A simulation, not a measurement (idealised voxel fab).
Documented hereafter: the process module known as voxel gate over fins.
Displayed cross-section: cut, width of 195 nm, square cells sized 5 nm.
The cross-sections in this document take the form of a grid made of square cells. They are written out as bands, in order from top to bottom. Each band consists of one or more rows of cells. Heights first: top, then bottom, in nm. Then materials, left to right, each with a width in nm. "throughout" on a single material: fills the band edge to edge. "air": empty space. Heights are measured from 0, the level below which the as-received wafer is all one material; the lowest band has no bottom and continues downward, written as in "0 and below". A width such as "30->40" changes by the same amount from each row of cells to the next, from the band's top row to its bottom row. Basically "stayed the same" means that step didn't change any cell in the cross-section. Empty spaces counting at least 8 cells and having no open way to the top are listed in "closed voids". The notation width x height at distance is used for each, the distance being from the left edge and all three values in nm. Anything after a step's settings on that line? It's the simulator's own note about the step. "overlay nm" denotes, for a step that has a mask, the displacement of the mask to the right of its planned place, with negative values corresponding to the left.
-- Steps in the process plan
1) op RECEIVE | material Si
2) op CONFORMAL_DEP | material SiN | thk nm 5
3) op DIRECTIONAL_DEP | material aC | thk nm 10
4) op PATTERN | tone cover | mask id FINS | material resist | width nm 15 | pitch nm 40 | thk nm 25 | overlay nm 0
5) op DIRECTIONAL_ETCH | etch materials aC | depth nm 10
6) op STRIP | etch materials resist
7) op DIRECTIONAL_ETCH | etch materials SiN | depth nm 5
8) op DIRECTIONAL_ETCH | etch materials Si | depth nm 40
9) op STRIP | etch materials aC
10) op OXIDIZE | depth nm 5
11) op FILL_DEP | material SiO2 | thk nm 15
12) op CMP | height nm 5
13) op SELECTIVE_ETCH | etch materials SiO2 | depth nm 15
14) op STRIP | etch materials SiN
15) op CONFORMAL_DEP | material HfO2 | thk nm 5
16) op CONFORMAL_DEP | material TiN | thk nm 5
17) op CONFORMAL_DEP | material TiAl | thk nm 5
18) op CONFORMAL_DEP | material TiN | thk nm 5
19) op FILL_DEP | material W | thk nm 10
20) op CMP | height nm 25
21) op CONFORMAL_DEP | material SiN | thk nm 10
-- Cross-section, incoming material, after step 1
* 0 and below  Si throughout
* closed voids: none
-- The following cross-section depicts the wafer upon conclusion of the module. Processing commenced from the starting condition illustrated above and adhered to the plan illustrated above, save for one mistake in execution
* 35 down to 25  SiN throughout
* 25 down to 20  W throughout
* 20 down to 15  W 55 nm, then TiN 85 nm, then W 55 nm
* 15 down to 10  W 55 nm, then TiN 5 nm, then TiAl 35 nm, then TiN 5 nm, then TiAl 35 nm, then TiN 5 nm, then W 55 nm
* 10 down to 5  W 55 nm, then TiN 5 nm, then TiAl 5 nm, then TiN 25 nm, then TiAl 5 nm, then TiN 5 nm, then TiAl 5 nm, then TiN 25 nm, then TiAl 5 nm, then TiN 5 nm, then W 55 nm
* 5 down to 0  W 55 nm, then TiN 5 nm, then TiAl 5 nm, then TiN 5 nm, then HfO2 15 nm, then TiN 5 nm, then TiAl 5 nm, then TiN 5 nm, then TiAl 5 nm, then TiN 5 nm, then HfO2 15 nm, then TiN 5 nm, then TiAl 5 nm, then TiN 5 nm, then W 55 nm
* 0 down to -5  W 55 nm, then TiN 5 nm, then TiAl 5 nm, then TiN 5 nm, then HfO2 5 nm, then Si 5 nm, then HfO2 5 nm, then TiN 5 nm, then TiAl 5 nm, then TiN 5 nm, then TiAl 5 nm, then TiN 5 nm, then HfO2 5 nm, then Si 5 nm, then HfO2 5 nm, then TiN 5 nm, then TiAl 5 nm, then TiN 5 nm, then W 55 nm
* -5 down to -10  TiN 60 nm, then TiAl 5 nm, then TiN 5 nm, then HfO2 5 nm, then Si 5 nm, then HfO2 5 nm, then TiN 5 nm, then TiAl 5 nm, then TiN 5 nm, then TiAl 5 nm, then TiN 5 nm, then HfO2 5 nm, then Si 5 nm, then HfO2 5 nm, then TiN 5 nm, then TiAl 5 nm, then TiN 60 nm
* -10 down to -15  TiAl 65 nm, then TiN 5 nm, then HfO2 5 nm, then Si 5 nm, then HfO2 5 nm, then TiN 5 nm, then TiAl 15 nm, then TiN 5 nm, then HfO2 5 nm, then Si 5 nm, then HfO2 5 nm, then TiN 5 nm, then TiAl 65 nm
* -15 down to -20  TiN 70 nm, then HfO2 5 nm, then Si 5 nm, then HfO2 5 nm, then TiN 25 nm, then HfO2 5 nm, then Si 5 nm, then HfO2 5 nm, then TiN 70 nm
* -20 down to -25  HfO2 75 nm, then Si 5 nm, then HfO2 35 nm, then Si 5 nm, then HfO2 75 nm
* -25 down to -45  SiO2 75 nm, then Si 5 nm, then SiO2 35 nm, then Si 5 nm, then SiO2 75 nm
* -45 and below  Si throughout
* closed voids: none
Error vs. plan: twice, step 13 of the plan was run
